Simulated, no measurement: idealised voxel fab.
Documented hereafter: the process module known as voxel wiring stack.
Section shown: cut. Width: 220 nm. Cell size: 5 nm, square.
In what follows, cross-sections appear as grids of square cells, described through bands that run from the top down, where every band is one or more rows of cells. Band: top and bottom heights (nm) first, top before bottom; then materials from left to right, widths in nm. "throughout" marks a sole material filling the band edge to edge. "air" denotes empty space. Note: height 0 marks the level under which the wafer is uniformly one material as received. Lowest band unbounded below, written "z 0 and below". Graded width ("30..40"): value in top row of band = first number; value in bottom row = second number; row-to-row change constant. "nothing was modified" means the step left every cell of the cross-section as it was. "Closed void listing" lists enclosed empty spaces (at least 8 cells, no open path upward to the top), each as width x height at distance from the left edge, in nm. On a step's line, text after the settings is the simulator commenting on that step. overlay nm: right-of-plan distance of the mask on a masked step; negative values mean left-of-plan.

# These are the steps we planned for the process
| 1 | RECEIVE (material Si) |
| 2 | CONFORMAL_DEP (material SiO2; thk nm 15) |
| 3 | CONFORMAL_DEP (material SiN; thk nm 5) |
| 4 | DIRECTIONAL_DEP (material SiO2; thk nm 25) |
| 5 | DIRECTIONAL_DEP (material aC; thk nm 15) |
| 6 | PATTERN (tone open; mask id METAL_1; material resist; width nm 30; pitch nm 50; thk nm 35; overlay nm 0) |
| 7 | DIRECTIONAL_ETCH (etch materials aC; depth nm 15) |
| 8 | STRIP (etch materials resist) |
| 9 | DIRECTIONAL_ETCH (etch materials SiO2; depth nm 25) |
| 10 | DIRECTIONAL_ETCH (etch materials SiN; depth nm 5) |
| 11 | STRIP (etch materials aC) |
| 12 | CONFORMAL_DEP (material TiN; thk nm 5) |
| 13 | FILL_DEP (material W; thk nm 5) |
| 14 | CMP (height nm 45) |
| 15 | EPI (material Ru; thk nm 5) |
| 16 | FILL_DEP (material SiCN; thk nm 5) |
| 17 | DIRECTIONAL_DEP (material lowk; thk nm 35) |
| 18 | MASKED_ETCH (tone open; mask id METAL_2; width nm 30; pitch nm 50; etch materials lowk; depth nm 20; overlay nm 0) |
| 19 | MASKED_ETCH (tone open; mask id METAL_2_HOLES; width nm 15; pitch nm 50; etch materials lowk; depth nm 15; overlay nm 0) |
| 20 | MASKED_ETCH (tone open; mask id METAL_2_HOLES; width nm 15; pitch nm 50; etch materials SiCN; depth nm 5; overlay nm 0) |
| 21 | CONFORMAL_DEP (material TiN; thk nm 5) |
| 22 | FILL_DEP (material Cu; thk nm 10) |
| 23 | CMP (height nm 90) |
| 24 | CONFORMAL_DEP (material SiCN; thk nm 5) |

# So this is the incoming wafer in cross-section - it's already been through step 1
z 0 and below: Si throughout
Closed void listing: none

# Below is the wafer in cross-section after the module was completed. It began from the starting point shown above and followed the plan shown above, except that one mistake was made while running it
z 95 to 90: SiCN throughout
z 90 to 80: lowk=15, then TiN=5, then Cu=25, then TiN=5, then lowk=15, then TiN=5, then Cu=25, then TiN=5, then lowk=15, then TiN=5, then Cu=25, then TiN=5, then lowk=15, then TiN=5, then Cu=25, then TiN=5, then lowk=20
z 80 to 75: lowk=15, then TiN=10, then Cu=20, then TiN=5, then lowk=15, then TiN=10, then Cu=20, then TiN=5, then lowk=15, then TiN=10, then Cu=20, then TiN=5, then lowk=15, then TiN=10, then Cu=20, then TiN=5, then lowk=20
z 75 to 70: lowk=20, then TiN=30, then lowk=20, then TiN=30, then lowk=20, then TiN=30, then lowk=20, then TiN=30, then lowk=20
z 70 to 55: lowk=20, then TiN=10, then lowk=40, then TiN=10, then lowk=40, then TiN=10, then lowk=40, then TiN=10, then lowk=40
z 55 to 50: SiCN=20, then TiN=10, then SiCN=40, then TiN=10, then SiCN=40, then TiN=10, then SiCN=40, then TiN=10, then SiCN=40
z 50 to 45: SiCN=15, then Ru=40, then SiCN=10, then Ru=40, then SiCN=10, then Ru=40, then SiCN=10, then Ru=40, then SiCN=15
z 45 to 20: SiO2=20, then TiN=5, then W=20, then TiN=5, then SiO2=20, then TiN=5, then W=20, then TiN=5, then SiO2=20, then TiN=5, then W=20, then TiN=5, then SiO2=20, then TiN=5, then W=20, then TiN=5, then SiO2=20
z 20 to 15: SiN=20, then TiN=30, then SiN=20, then TiN=30, then SiN=20, then TiN=30, then SiN=20, then TiN=30, then SiN=20
z 15 to 0: SiO2 throughout
z 0 and below: Si throughout
Closed void listing: none
Short version of what went wrong: step 19, actual vs plan mismatch, actual run MASKED_ETCH (tone open; mask id METAL_2_HOLES; width nm 15; pitch nm 50; etch materials lowk; depth nm 15; overlay nm -5)
